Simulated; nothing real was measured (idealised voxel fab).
The process module that follows is named voxel self aligned contacts.
This is section cut - it's 300 nm across, gridded in 5 nm square cells.
Cross-section format: a grid of square cells, given as bands from top to bottom; each band is one or more rows of cells.
Within each band entry, the heights of the top and of the bottom of the band appear first, in that order and in nm; the materials of the band then follow from left to right, each with its corresponding width in nm. The designation "full width" on a single material indicates that it fills the band from edge to edge; the designation "blank" indicates empty space.
Heights are expressed relative to 0, this being the level below which the as-received wafer comprises one material exclusively. The lowest band is unbounded in the downward direction and is denoted as in "from 0 down".
Width "30..40": first value at the band's top row of cells, second value at its bottom row, equal change from row to row.
Basically "no change" means that step didn't change any cell in the cross-section.
Enclosed voids (no open way to top), threshold 8 cells or more, entry "Voids lacking openings", notation width x height at distance, distance from left edge, nm.
after a step's settings: what the simulator itself notes on the step
"overlay nm" on a masked step: distance the mask lay right of its planned place, negative for left.
plan
1: RECEIVE with material Si
2: CONFORMAL_DEP with material SiO2, thk nm 5
3: DIRECTIONAL_DEP with material polySi, thk nm 20
4: DIRECTIONAL_DEP with material SiN, thk nm 20
5: MASKED_ETCH with tone cover, mask id GATE, width nm 35, pitch nm 60, etch materials SiN, depth nm 20, overlay nm 0
6: MASKED_ETCH with tone cover, mask id GATE, width nm 35, pitch nm 60, etch materials polySi, depth nm 20, overlay nm 0
7: CONFORMAL_DEP with material SiN, thk nm 5
8: DIRECTIONAL_ETCH with etch materials SiN, depth nm 5
9: FILL_DEP with material SiO2, thk nm 15
10: CMP with height nm 50
11: PATTERN with tone open, mask id CONTACT, material resist, width nm 45, thk nm 15, overlay nm 0
12: DIRECTIONAL_ETCH with etch materials SiO2, depth nm 50
13: STRIP with etch materials resist
14: CONFORMAL_DEP with material TiN, thk nm 5
15: FILL_DEP with material W, thk nm 10
16: CMP with height nm 50
17: CONFORMAL_DEP with material SiN, thk nm 5
Received-state cross-section, reflecting completion of step 1
- from 0 down = Si full width
- Voids lacking openings: none
This is how the wafer looks in cross-section once the module is done, given the starting state and plan above and one mistake in carrying the plan out
- from 55 to 50 = SiN full width
- from 50 to 45 = SiO2=125, TiN=20, W=5, TiN=25, SiO2=125
- from 45 to 25 = SiO2=95, SiN=45, TiN=5, W=5, TiN=5, SiN=45, SiO2=100
- from 25 to 5 = SiO2=95, SiN=5, polySi=35, SiN=5, TiN=5, W=5, TiN=5, SiN=5, polySi=35, SiN=5, SiO2=100
- from 5 to 0 = SiO2=140, TiN=15, SiO2=145
- from 0 down = Si full width
- Voids lacking openings: none
The mistake made against the process plan was this: step 11 ran with different settings than intended, the actual operation and settings being PATTERN with tone open, mask id CONTACT, material resist, width nm 50, thk nm 15, overlay nm 0
